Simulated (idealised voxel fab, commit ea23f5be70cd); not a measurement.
Presented below is a process module, voxel air gaps.
FYI the section here is cut, 155 nm wide, cells are 5 nm squares.
A cross-section is a grid of square cells, given in bands from the top down. A band is one or more rows of cells.
Band entry format. Leading values: height of top, height of bottom, nm. Remainder: materials in left-to-right order, each with its width in nm. Special words: "everywhere" on a single material, which then fills the band edge to edge; "air", empty space.
Below 0: as-received wafer, all one material; heights counted from there. Lowest band: no bottom, goes on down, written "0 nm and below".
Read "30->40" as a graded width: first number on top, second number at the bottom, same change between each pair of neighbouring rows.
"changes: none" -> step changed no cross-section cell.
Entry "Closed void register" = empty spaces >= 8 cells with no open way to the top; each as width x height at distance, distance from left edge, all nm.
On each step's line, the part that comes after the settings is the simulator's own comment on the step.
The setting "overlay nm" may be written on the line of a step. When the step uses a mask, the value reports how far to the right of the planned place the mask lay, and a negative value reports that it lay to the left.
## The process steps that were planned are listed below
1: RECEIVE [material Si]
2: CONFORMAL_DEP [material SiO2] [thk nm 10]
3: CONFORMAL_DEP [material SiN] [thk nm 5]
4: DIRECTIONAL_DEP [material SiO2] [thk nm 30]
5: DIRECTIONAL_DEP [material aC] [thk nm 10]
6: PATTERN [tone open] [mask id LINES] [material resist] [width nm 20] [pitch nm 45] [thk nm 30] [overlay nm 0]
7: DIRECTIONAL_ETCH [etch materials aC] [depth nm 10]
8: STRIP [etch materials resist]
9: DIRECTIONAL_ETCH [etch materials SiO2] [depth nm 30]
10: STRIP [etch materials aC]
11: CONFORMAL_DEP [material TiN] [thk nm 5]
12: FILL_DEP [material Ru] [thk nm 5]
13: CMP [height nm 45]
14: EPI [material Ru] [thk nm 10]
15: SELECTIVE_ETCH [etch materials SiO2] [depth nm 40]
16: CONFORMAL_DEP [material SiCN] [thk nm 5]
Heads up: all these wafers start the same, and what changes between them is the thk nm in step 11. The value you see in the plan is just what the first wafer got.
## The first of several wafers, as received after step 1, seen in section
  0 nm and below: Si everywhere
  Closed void register: none
## So in this table every wafer gets its own row, and what you see is where it stands at the end of the module: for each material, how many cells it picked up (+) or gave up (-) since we received it, and after that its closed voids
thk nm 5, +78 Ru, +95 SiCN, +31 SiN, +62 SiO2, +42 TiN, Closed void register: 15 x 20 at 45; 15 x 20 at 90
thk nm 10, +48 Ru, +95 SiCN, +31 SiN, +62 SiO2, +72 TiN, Closed void register: 15 x 20 at 45; 15 x 20 at 90
thk nm 15, +48 Ru, +95 SiCN, +31 SiN, +62 SiO2, +72 TiN, Closed void register: 15 x 20 at 45; 15 x 20 at 90
thk nm 20, +48 Ru, +95 SiCN, +31 SiN, +62 SiO2, +72 TiN, Closed void register: 15 x 20 at 45; 15 x 20 at 90
